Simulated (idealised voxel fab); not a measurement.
Process module in this document: voxel quadruple lines
In the cross-section labelled cut, the width is 215 nm and each square cell is 5 nm.
Each cross-section below is a grid of square cells, stated as bands in top-down order, with one or more rows of cells making up each band. First you get the band's top height and its bottom height, in nm, and then the materials it's made of, left to right, with each width in nm. If you see a single material with "edge to edge", that one covers the band edge to edge. "empty" is empty space. Where do heights start? At 0: under that level the wafer as delivered is made of one material only. And the lowest band has no floor; it just carries on downward, as in "0 nm and below". Read "30 to 40" as a graded width: first number on top, second number at the bottom, same change between each pair of neighbouring rows. "changes: none" -> step changed no cross-section cell. Basically, "Cavities, closed" tells you about the enclosed voids: empty spaces with no open way to the top, 8 cells or bigger, each written width x height at distance, where distance is from the left edge, all in nm. That trailing text on a step's line, after the settings, is the simulator's own remark on the step. overlay nm: where the mask lay relative to plan, measured to the right, on steps with a mask; negatives go left.
Steps planned for the process
1 RECEIVE | material Si
2 CONFORMAL_DEP | material Al2O3 | thk nm 5
3 DIRECTIONAL_DEP | material TiN | thk nm 10
4 DIRECTIONAL_DEP | material polySi | thk nm 15
5 DIRECTIONAL_DEP | material aC | thk nm 20
6 PATTERN | tone cover | mask id MANDREL | material resist | width nm 35 | pitch nm 100 | thk nm 25 | overlay nm 0
7 DIRECTIONAL_ETCH | etch materials aC | depth nm 20
8 STRIP | etch materials resist
9 CONFORMAL_DEP | material SiO2 | thk nm 15
10 DIRECTIONAL_ETCH | etch materials SiO2 | depth nm 15
11 STRIP | etch materials aC
12 DIRECTIONAL_ETCH | etch materials polySi | depth nm 15
13 STRIP | etch materials SiO2
14 CONFORMAL_DEP | material SiCN | thk nm 10
15 DIRECTIONAL_ETCH | etch materials SiCN | depth nm 10
16 STRIP | etch materials polySi
17 DIRECTIONAL_ETCH | etch materials TiN | depth nm 10
18 STRIP | etch materials SiCN
19 FILL_DEP | material lowk | thk nm 10
20 CMP | height nm 15
Cross-section, incoming material, after step 1
	0 nm and below | Si edge to edge
	Cavities, closed: none
This is how the wafer looks in cross-section once the module is done, given the starting state and plan above and one mistake in carrying the plan out
	10 nm to 5 nm | lowk 15  TiN 10  lowk 15  TiN 10  lowk 15  TiN 10  lowk 15  TiN 10  lowk 15  TiN 10  lowk 15  TiN 10  lowk 15  TiN 10  lowk 15  TiN 10  lowk 15
	5 nm to 0 nm | Al2O3 edge to edge
	0 nm and below | Si edge to edge
	Cavities, closed: none
Deviation from plan: step 20: run off-plan, actual operation and settings CMP | height nm 10
